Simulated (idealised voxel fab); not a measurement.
The process module that follows is named voxel wiring stack.
In the cross-section labelled cut, the width is 205 nm and each square cell is 5 nm.
A cross-section in this document is a grid of square cells, and it is written down as bands, the top band listed before the ones below it; a band is made up of one or more rows of cells.
Basically the band line says how high the top is and how high the bottom is, in nm, and then what's in it from left to right, every material with its width in nm. Empty space shows up as "blank", and if a single material carries "throughout" it runs the full band edge to edge.
Measure heights from 0. That's the level where, below it, the as-received wafer is all one material. The lowest band is bottomless and extends downward; write it as in "0 down".
Graded width ("30 to 40"): value in top row of band = first number; value in bottom row = second number; row-to-row change constant.
The cross-section has no changed cell in any step marked "no modifications".
"Closed void entries" means: voids of 8 cells or more that are shut off from the top with no open way through. Written width x height at distance, distance from the left edge, in nm.
That trailing text on a step's line, after the settings, is the simulator's own remark on the step.
On any step carrying a mask, the "overlay nm" setting, if present on the step's line, tells how far right of its planned place the mask lay; negative values point to the left.
STEPS PLANNED FOR THE PROCESS
1) op RECEIVE | material Si
2) op CONFORMAL_DEP | material SiO2 | thk nm 15
3) op DIRECTIONAL_DEP | material TiN | thk nm 5
4) op DIRECTIONAL_DEP | material W | thk nm 25
5) op PATTERN | tone cover | mask id METAL_1 | material resist | width nm 30 | pitch nm 55 | thk nm 15 | overlay nm 0
6) op DIRECTIONAL_ETCH | etch materials W | depth nm 25
7) op DIRECTIONAL_ETCH | etch materials TiN | depth nm 5
8) op STRIP | etch materials resist
9) op FILL_DEP | material lowk | thk nm 5
10) op CMP | height nm 45
11) op CONFORMAL_DEP | material SiCN | thk nm 5
12) op DIRECTIONAL_DEP | material SiO2 | thk nm 20
13) op DIRECTIONAL_DEP | material aC | thk nm 10
14) op PATTERN | tone open | mask id PLUG_1 | material resist | width nm 15 | pitch nm 110 | thk nm 30 | overlay nm 0
15) op DIRECTIONAL_ETCH | etch materials aC | depth nm 10
16) op STRIP | etch materials resist
17) op DIRECTIONAL_ETCH | etch materials SiO2 | depth nm 20
18) op DIRECTIONAL_ETCH | etch materials SiCN | depth nm 5
19) op STRIP | etch materials aC
20) op CONFORMAL_DEP | material TiN | thk nm 5
21) op FILL_DEP | material W | thk nm 5
22) op CMP | height nm 70
23) op DIRECTIONAL_DEP | material TiN | thk nm 5
24) op DIRECTIONAL_DEP | material W | thk nm 15
25) op PATTERN | tone cover | mask id METAL_2 | material resist | width nm 30 | pitch nm 55 | thk nm 20 | overlay nm 0
26) op DIRECTIONAL_ETCH | etch materials W | depth nm 15
27) op DIRECTIONAL_ETCH | etch materials TiN | depth nm 5
28) op STRIP | etch materials resist
29) op FILL_DEP | material SiO2 | thk nm 10
30) op CMP | height nm 90
31) op CONFORMAL_DEP | material SiCN | thk nm 5
32) op DIRECTIONAL_DEP | material lowk | thk nm 30
33) op PATTERN | tone open | mask id METAL_3_HOLES | material resist | width nm 15 | pitch nm 55 | thk nm 20 | overlay nm 0
34) op DIRECTIONAL_ETCH | etch materials lowk | depth nm 30
35) op STRIP | etch materials resist
36) op MASKED_ETCH | tone open | mask id METAL_3 | width nm 30 | pitch nm 55 | etch materials lowk | depth nm 15 | overlay nm 0
37) op MASKED_ETCH | tone open | mask id METAL_3 | width nm 30 | pitch nm 55 | etch materials SiCN | depth nm 5 | overlay nm 0
38) op CONFORMAL_DEP | material TiN | thk nm 5
39) op FILL_DEP | material Ru | thk nm 10
40) op CMP | height nm 125
41) op CONFORMAL_DEP | material SiN | thk nm 5
WAFER AT RECEIPT (POST STEP 1), CROSS-SECTION
0 down: Si throughout
Closed void entries: none
LOOK AT THE CROSS-SECTION AFTER THE MODULE: THE WAFER STARTED OUT THE WAY SHOWN ABOVE AND THE PLAN WAS THE ONE SHOWN ABOVE, YET ONE MISTAKE WAS MADE ALONG THE WAY
145 to 140: SiN throughout
140 to 130: Ru throughout
130 to 125: 35 nm TiN  20 nm Ru  35 nm TiN  20 nm Ru  35 nm TiN  20 nm Ru  40 nm TiN
125 to 115: 30 nm lowk  5 nm TiN  20 nm Ru  5 nm TiN  25 nm lowk  5 nm TiN  20 nm Ru  5 nm TiN  25 nm lowk  5 nm TiN  20 nm Ru  5 nm TiN  35 nm lowk
115 to 110: 30 nm lowk  5 nm TiN  5 nm Ru  20 nm TiN  25 nm lowk  5 nm TiN  5 nm Ru  20 nm TiN  25 nm lowk  5 nm TiN  5 nm Ru  20 nm TiN  35 nm lowk
110 to 95: 30 nm lowk  5 nm TiN  5 nm Ru  5 nm TiN  40 nm lowk  5 nm TiN  5 nm Ru  5 nm TiN  40 nm lowk  5 nm TiN  5 nm Ru  5 nm TiN  50 nm lowk
95 to 90: 30 nm SiCN  15 nm TiN  40 nm SiCN  15 nm TiN  40 nm SiCN  15 nm TiN  50 nm SiCN
90 to 75: 30 nm SiO2  30 nm W  25 nm SiO2  30 nm W  25 nm SiO2  30 nm W  35 nm SiO2
75 to 70: 30 nm SiO2  30 nm TiN  25 nm SiO2  30 nm TiN  25 nm SiO2  30 nm TiN  35 nm SiO2
70 to 50: 30 nm SiO2  5 nm TiN  5 nm W  5 nm TiN  95 nm SiO2  5 nm TiN  5 nm W  5 nm TiN  50 nm SiO2
50 to 45: 30 nm SiCN  15 nm TiN  95 nm SiCN  15 nm TiN  50 nm SiCN
45 to 20: 30 nm lowk  30 nm W  25 nm lowk  30 nm W  25 nm lowk  30 nm W  35 nm lowk
20 to 15: 30 nm lowk  30 nm TiN  25 nm lowk  30 nm TiN  25 nm lowk  30 nm TiN  35 nm lowk
15 to 0: SiO2 throughout
0 down: Si throughout
Closed void entries: none
Processing error: step 40 of the plan was excluded from execution and never run
